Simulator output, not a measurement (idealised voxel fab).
A process module follows: voxel ribs on slabs.
Each square cell in cross-section cut measures 5 nm, and the section as a whole is 285 nm wide.
Cross-section = grid of square cells, listed top down in bands; band = one or more rows.
What a band's entry tells you: where the top is and where the bottom is, as heights in nm, and after that what lies inside, material by material from left to right, each with its width in nm. Empty space is written as the word "empty", and a single material marked with the word "all across" occupies the band from edge to edge.
A quick word on heights: they are counted from 0, and under that level the wafer as it came to us is one material throughout. The lowest band is different from the rest in having no bottom; it simply continues downward, written as in "0 down".
Top row gets the first number, bottom row gets the second, and each row in between changes by the same step: that is how a band width like "30->40" works.
"no change", as given for a step, is the statement that not any cell of the cross-section underwent a change during that step.
"Closed empty spaces" lists enclosed empty spaces (at least 8 cells, no open path upward to the top), each as width x height at distance from the left edge, in nm.
Formally, on a step line, whatever follows the settings is a remark that the simulator itself makes on the step.
overlay nm: step with mask; distance mask lay right of planned place; negative value = left of planned place.
Layout of what follows: cross-section pairs, each bracketing one process step, the after cross-section shown only to the lowest band that changed, the step between and its settings noted under each pair. Pairs may originate in different runs of this module on the same starting wafer; a pair continues from the pair above only where its entry headed "Pre-step section" says so.
# Pre-step section
	65 to 50 | SiO2 all across
	50 to 45 | SiO2: 130 / polySi: 25 / SiO2: 130
	45 to 30 | SiO2: 110 / polySi: 75 / SiO2: 100
	30 to 0 | SiO2 all across
	0 down | Si all across
	Closed empty spaces: none
# Post-Step Geometry
	75 to 65 | W all across
	Below 65 it's all the same as before, nothing changed down there.
	Closed empty spaces: none
Process step (between the before and after cross-sections above): DIRECTIONAL_DEP: material W, thk nm 10
Pre-step section: Please consult the pair immediately above; the cross-section it shows after its step is the state before this step.
# Post-Step Geometry
	75 to 65 | empty: 125 / W: 35 / empty: 125
	Below 65 it's all the same as before, nothing changed down there.
	Closed empty spaces: none
Process step (between the before and after cross-sections above): MASKED_ETCH: tone cover, mask id HEATER, width nm 35, etch materials W, depth nm 10, overlay nm 0
Pre-step section: Please consult the pair immediately above; the cross-section it shows after its step is the state before this step.
# Post-Step Geometry
	80 to 75 | empty: 120 / SiO2: 45 / empty: 120
	75 to 70 | empty: 120 / SiO2: 5 / W: 35 / SiO2: 5 / empty: 120
	70 to 65 | SiO2: 125 / W: 35 / SiO2: 125
	Below 65 it's all the same as before, nothing changed down there.
	Closed empty spaces: none
Process step (between the before and after cross-sections above): CONFORMAL_DEP: material SiO2, thk nm 5
# Pre-step section
	50 to 45 | empty: 130 / polySi: 25 / empty: 130
	45 to 30 | polySi all across
	30 to 0 | SiO2 all across
	0 down | Si all across
	Closed empty spaces: none
# Post-Step Geometry
	60 to 55 | empty: 130 / polySi: 25 / empty: 130
	55 to 30 | polySi all across
	Below 30 it's all the same as before, nothing changed down there.
	Closed empty spaces: none
Process step (between the before and after cross-sections above): DIRECTIONAL_DEP: material polySi, thk nm 10
Pre-step section: Please consult the pair immediately above; the cross-section it shows after its step is the state before this step.
# Post-Step Geometry
	90 to 60 | empty: 105 / resist: 75 / empty: 105
	60 to 55 | empty: 105 / resist: 25 / polySi: 25 / resist: 25 / empty: 105
	Below 55 it's all the same as before, nothing changed down there.
	Closed empty spaces: none
Process step (between the before and after cross-sections above): PATTERN: tone cover, mask id SLAB, material resist, width nm 75, thk nm 30, overlay nm 0
Pre-step section: Please consult the pair immediately above; the cross-section it shows after its step is the state before this step.
# Post-Step Geometry
	80 to 60 | empty: 105 / resist: 75 / empty: 105
	Below 60 it's all the same as before, nothing changed down there.
	Closed empty spaces: none
Process step (between the before and after cross-sections above): DIRECTIONAL_ETCH: etch materials aC, depth nm 10
Pre-step section: Please consult the pair immediately above; the cross-section it shows after its step is the state before this step.
# Post-Step Geometry
	60 to 55 | empty: 130 / polySi: 25 / empty: 130
	Below 55 it's all the same as before, nothing changed down there.
	Closed empty spaces: none
Process step (between the before and after cross-sections above): STRIP: etch materials resist
Pre-step section: Please consult the pair immediately above; the cross-section it shows after its step is the state before this step.
# Post-Step Geometry
	45 to 40 | empty: 130 / polySi: 25 / empty: 130
	Below 40 it's all the same as before, nothing changed down there.
	Closed empty spaces: none
Process step (between the before and after cross-sections above): DIRECTIONAL_ETCH: etch materials polySi, depth nm 15
Pre-step section: Please consult the pair immediately above; the cross-section it shows after its step is the state before this step.
# Post-Step Geometry
	70 to 45 | SiO2 all across
	45 to 40 | SiO2: 130 / polySi: 25 / SiO2: 130
	Below 40 it's all the same as before, nothing changed down there.
	Closed empty spaces: none
Process step (between the before and after cross-sections above): FILL_DEP: material SiO2, thk nm 25
Pre-step section: Please consult the pair immediately above; the cross-section it shows after its step is the state before this step.
# Post-Step Geometry
	65 to 45 | SiO2 all across
	Below 45 it's all the same as before, nothing changed down there.
	Closed empty spaces: none
Process step (between the before and after cross-sections above): CMP: height nm 65
Pre-step section: Please consult the pair immediately above; the cross-section it shows after its step is the state before this step.
# Post-Step Geometry
	75 to 65 | W all across
	Below 65 it's all the same as before, nothing changed down there.
	Closed empty spaces: none
Process step (between the before and after cross-sections above): DIRECTIONAL_DEP: material W, thk nm 10
Pre-step section: Please consult the pair immediately above; the cross-section it shows after its step is the state before this step.
# Post-Step Geometry
	75 to 65 | empty: 125 / W: 35 / empty: 125
	Below 65 it's all the same as before, nothing changed down there.
	Closed empty spaces: none
Process step (between the before and after cross-sections above): MASKED_ETCH: tone cover, mask id HEATER, width nm 35, etch materials W, depth nm 10, overlay nm 0
Pre-step section: Please consult the pair immediately above; the cross-section it shows after its step is the state before this step.
# Post-Step Geometry
	80 to 75 | empty: 120 / SiO2: 45 / empty: 120
	75 to 70 | empty: 120 / SiO2: 5 / W: 35 / SiO2: 5 / empty: 120
	70 to 65 | SiO2: 125 / W: 35 / SiO2: 125
	Below 65 it's all the same as before, nothing changed down there.
	Closed empty spaces: none
Process step (between the before and after cross-sections above): CONFORMAL_DEP: material SiO2, thk nm 5
# Pre-step section
	50 to 30 | polySi all across
	30 to 0 | SiO2 all across
	0 down | Si all across
	Closed empty spaces: none
# Post-Step Geometry
	70 to 50 | resist: 130 / empty: 25 / resist: 130
	Below 50 it's all the same as before, nothing changed down there.
	Closed empty spaces: none
Process step (between the before and after cross-sections above): PATTERN: tone open, mask id RIB, material resist, width nm 25, thk nm 20, overlay nm 0
Pre-step section: Please consult the pair immediately above; the cross-section it shows after its step is the state before this step.
# Post-Step Geometry
	70 to 50 | resist: 130 / empty: 25 / resist: 130
	50 to 45 | polySi: 130 / empty: 25 / polySi: 130
	Below 45 it's all the same as before, nothing changed down there.
	Closed empty spaces: none
Process step (between the before and after cross-sections above): DIRECTIONAL_ETCH: etch materials polySi, depth nm 5
Pre-step section: Please consult the pair immediately above; the cross-section it shows after its step is the state before this step.
# Post-Step Geometry
	50 to 45 | polySi: 130 / empty: 25 / polySi: 130
	Below 45 it's all the same as before, nothing changed down there.
	Closed empty spaces: none
Process step (between the before and after cross-sections above): STRIP: etch materials resist
Pre-step section: Please consult the pair immediately above; the cross-section it shows after its step is the state before this step.
# Post-Step Geometry
	60 to 55 | aC: 130 / empty: 25 / aC: 130
	55 to 50 | aC all across
	50 to 45 | polySi: 130 / aC: 25 / polySi: 130
	Below 45 it's all the same as before, nothing changed down there.
	Closed empty spaces: none
Process step (between the before and after cross-sections above): DIRECTIONAL_DEP: material aC, thk nm 10
Pre-step section: Please consult the pair immediately above; the cross-section it shows after its step is the state before this step.
# Post-Step Geometry
	90 to 60 | empty: 105 / resist: 75 / empty: 105
	60 to 55 | aC: 130 / resist: 25 / aC: 130
	Below 55 it's all the same as before, nothing changed down there.
	Closed empty spaces: none
Process step (between the before and after cross-sections above): PATTERN: tone cover, mask id SLAB, material resist, width nm 75, thk nm 30, overlay nm 0
Pre-step section: Please consult the pair immediately above; the cross-section it shows after its step is the state before this step.
# Post-Step Geometry
	80 to 60 | empty: 105 / resist: 75 / empty: 105
	60 to 55 | empty: 105 / aC: 25 / resist: 25 / aC: 25 / empty: 105
	55 to 50 | empty: 105 / aC: 75 / empty: 105
	Below 50 it's all the same as before, nothing changed down there.
	Closed empty spaces: none
Process step (between the before and after cross-sections above): DIRECTIONAL_ETCH: etch materials aC, depth nm 10
Pre-step section: Please consult the pair immediately above; the cross-section it shows after its step is the state before this step.
# Post-Step Geometry
	60 to 55 | empty: 105 / aC: 25 / empty: 25 / aC: 25 / empty: 105
	Below 55 it's all the same as before, nothing changed down there.
	Closed empty spaces: none
Process step (between the before and after cross-sections above): STRIP: etch materials resist
Pre-step section: Please consult the pair immediately above; the cross-section it shows after its step is the state before this step.
# Post-Step Geometry
	60 to 55 | empty: 105 / aC: 25 / empty: 25 / aC: 25 / empty: 105
	55 to 50 | empty: 105 / aC: 75 / empty: 105
	50 to 45 | empty: 105 / polySi: 25 / aC: 25 / polySi: 25 / empty: 105
	45 to 35 | empty: 105 / polySi: 75 / empty: 105
	Below 35 it's all the same as before, nothing changed down there.
	Closed empty spaces: none
Process step (between the before and after cross-sections above): DIRECTIONAL_ETCH: etch materials polySi, depth nm 15
Pre-step section: Please consult the pair immediately above; the cross-section it shows after its step is the state before this step.
# Post-Step Geometry
	50 to 45 | empty: 105 / polySi: 25 / empty: 25 / polySi: 25 / empty: 105
	Below 45 it's all the same as before, nothing changed down there.
	Closed empty spaces: none
Process step (between the before and after cross-sections above): STRIP: etch materials aC
Pre-step section: Please consult the pair immediately above; the cross-section it shows after its step is the state before this step.
# Post-Step Geometry
	75 to 50 | SiO2 all across
	50 to 45 | SiO2: 105 / polySi: 25 / SiO2: 25 / polySi: 25 / SiO2: 105
	45 to 35 | SiO2: 105 / polySi: 75 / SiO2: 105
	Below 35 it's all the same as before, nothing changed down there.
	Closed empty spaces: none
Process step (between the before and after cross-sections above): FILL_DEP: material SiO2, thk nm 25
Pre-step section: Please consult the pair immediately above; the cross-section it shows after its step is the state before this step.
# Post-Step Geometry
	65 to 50 | SiO2 all across
	Below 50 it's all the same as before, nothing changed down there.
	Closed empty spaces: none
Process step (between the before and after cross-sections above): CMP: height nm 65
Pre-step section: Please consult the pair immediately above; the cross-section it shows after its step is the state before this step.
# Post-Step Geometry
	75 to 65 | W all across
	Below 65 it's all the same as before, nothing changed down there.
	Closed empty spaces: none
Process step (between the before and after cross-sections above): DIRECTIONAL_DEP: material W, thk nm 10
Pre-step section: Please consult the pair immediately above; the cross-section it shows after its step is the state before this step.
# Post-Step Geometry
	75 to 65 | empty: 125 / W: 35 / empty: 125
	Below 65 it's all the same as before, nothing changed down there.
	Closed empty spaces: none
Process step (between the before and after cross-sections above): MASKED_ETCH: tone cover, mask id HEATER, width nm 35, etch materials W, depth nm 10, overlay nm 0
Pre-step section: Please consult the pair immediately above; the cross-section it shows after its step is the state before this step.
# Post-Step Geometry
	80 to 75 | empty: 120 / SiO2: 45 / empty: 120
	75 to 70 | empty: 120 / SiO2: 5 / W: 35 / SiO2: 5 / empty: 120
	70 to 65 | SiO2: 125 / W: 35 / SiO2: 125
	Below 65 it's all the same as before, nothing changed down there.
	Closed empty spaces: none
Process step (between the before and after cross-sections above): CONFORMAL_DEP: material SiO2, thk nm 5
